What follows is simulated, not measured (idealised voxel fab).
The name of this process module is voxel self aligned vias.
In the cross-section labelled cut, the width is 240 nm and each square cell is 5 nm.
This document writes a cross-section as a grid whose cells are square, and gives it as bands, listed from the top down; one or more rows of cells form a band. Quick guide to a band line: top height, bottom height (nm) up front; then every material left to right with its width in nm. Only one material and it's marked "edge to edge"? Then it fills the band edge to edge. And "blank" just means empty space. Zero point of the height axis is 0; under it, received wafer = one material. Lowest band: continues down indefinitely, "from 0 down". Graded width ("30->40"): value in top row of band = first number; value in bottom row = second number; row-to-row change constant. What does "stayed the same" mean for a step? It means no cell of the cross-section changed in that step. "Closed void list": empty spaces of 8 cells or more with no open way to the top, each given as width x height at distance, distance from the left edge, all in nm. Past the settings on a step's line: simulator remark, on that step. If you see "overlay nm" on a step's line and that step has a mask, it's telling you how far right of where it was planned the mask ended up; a negative number means it went left instead.
HERE'S WHAT THE PLANNED PROCESS STEPS LOOK LIKE
1,op RECEIVE | material Si
2,op CONFORMAL_DEP | material SiO2 | thk nm 15
3,op CONFORMAL_DEP | material SiCN | thk nm 5
4,op DIRECTIONAL_DEP | material SiO2 | thk nm 30
5,op DIRECTIONAL_DEP | material aC | thk nm 10
6,op PATTERN | tone open | mask id LINES | material resist | width nm 20 | pitch nm 50 | thk nm 30 | overlay nm 0
7,op DIRECTIONAL_ETCH | etch materials aC | depth nm 10
8,op STRIP | etch materials resist
9,op DIRECTIONAL_ETCH | etch materials SiO2 | depth nm 30
10,op STRIP | etch materials aC
11,op CONFORMAL_DEP | material TiN | thk nm 5
12,op FILL_DEP | material Ru | thk nm 5
13,op CMP | height nm 50
14,op SELECTIVE_ETCH | etch materials W Ru TiN | depth nm 5
15,op FILL_DEP | material SiN | thk nm 5
16,op CMP | height nm 50
17,op DIRECTIONAL_DEP | material SiO2 | thk nm 20
18,op PATTERN | tone open | mask id VIAS | material resist | width nm 30 | pitch nm 100 | thk nm 20 | overlay nm 0
19,op DIRECTIONAL_ETCH | etch materials SiO2 | depth nm 20
20,op DIRECTIONAL_ETCH | etch materials SiN | depth nm 5
21,op STRIP | etch materials resist
22,op CONFORMAL_DEP | material TiN | thk nm 5
23,op FILL_DEP | material Cu | thk nm 5
24,op CMP | height nm 70
25,op CONFORMAL_DEP | material SiN | thk nm 5
WAFER CROSS-SECTION ON RECEIPT, I.E. AFTER STEP 1
from 0 down: Si edge to edge
Closed void list: none
THE FIRST OF TWO WAFERS, CROSS-SECTIONED AT THE END OF THE MODULE, WITH THE RUN PROCEEDING AS PLANNED
from 75 to 70: SiN edge to edge
from 70 to 55: SiO2=55 / TiN=5 / Cu=20 / TiN=5 / SiO2=70 / TiN=5 / Cu=20 / TiN=5 / SiO2=55
from 55 to 50: SiO2=55 / TiN=10 / Cu=10 / TiN=10 / SiO2=70 / TiN=10 / Cu=10 / TiN=10 / SiO2=55
from 50 to 45: SiO2=60 / TiN=20 / SiO2=30 / SiN=20 / SiO2=30 / TiN=20 / SiO2=60
from 45 to 25: SiO2=60 / TiN=5 / Ru=10 / TiN=5 / SiO2=30 / TiN=5 / Ru=10 / TiN=5 / SiO2=30 / TiN=5 / Ru=10 / TiN=5 / SiO2=60
from 25 to 20: SiO2=60 / TiN=20 / SiO2=30 / TiN=20 / SiO2=30 / TiN=20 / SiO2=60
from 20 to 15: SiCN edge to edge
from 15 to 0: SiO2 edge to edge
from 0 down: Si edge to edge
Closed void list: none
SECOND WAFER OF THE TWO, SECTIONED AT THE END OF THE MODULE. IT BEGAN LIKE THE FIRST AND FOLLOWED THE SAME PLAN, BUT ONE MISTAKE WAS MADE WHILE RUNNING IT
from 75 to 70: SiN edge to edge
from 70 to 55: SiO2=50 / TiN=5 / Cu=30 / TiN=5 / SiO2=60 / TiN=5 / Cu=30 / TiN=5 / SiO2=50
from 55 to 50: SiO2=50 / TiN=15 / Cu=10 / TiN=15 / SiO2=60 / TiN=15 / Cu=10 / TiN=15 / SiO2=50
from 50 to 45: SiO2=60 / TiN=20 / SiO2=30 / SiN=20 / SiO2=30 / TiN=20 / SiO2=60
from 45 to 25: SiO2=60 / TiN=5 / Ru=10 / TiN=5 / SiO2=30 / TiN=5 / Ru=10 / TiN=5 / SiO2=30 / TiN=5 / Ru=10 / TiN=5 / SiO2=60
from 25 to 20: SiO2=60 / TiN=20 / SiO2=30 / TiN=20 / SiO2=30 / TiN=20 / SiO2=60
from 20 to 15: SiCN edge to edge
from 15 to 0: SiO2 edge to edge
from 0 down: Si edge to edge
Closed void list: none
Error vs. plan: step 18 changed vs plan, executed as op PATTERN | tone open | mask id VIAS | material resist | width nm 40 | pitch nm 100 | thk nm 20 | overlay nm 0
In the final state, the cell counts of the second wafer exceed or fall short of those of the first for the following materials: Cu +12, SiO2 -16, TiN +4
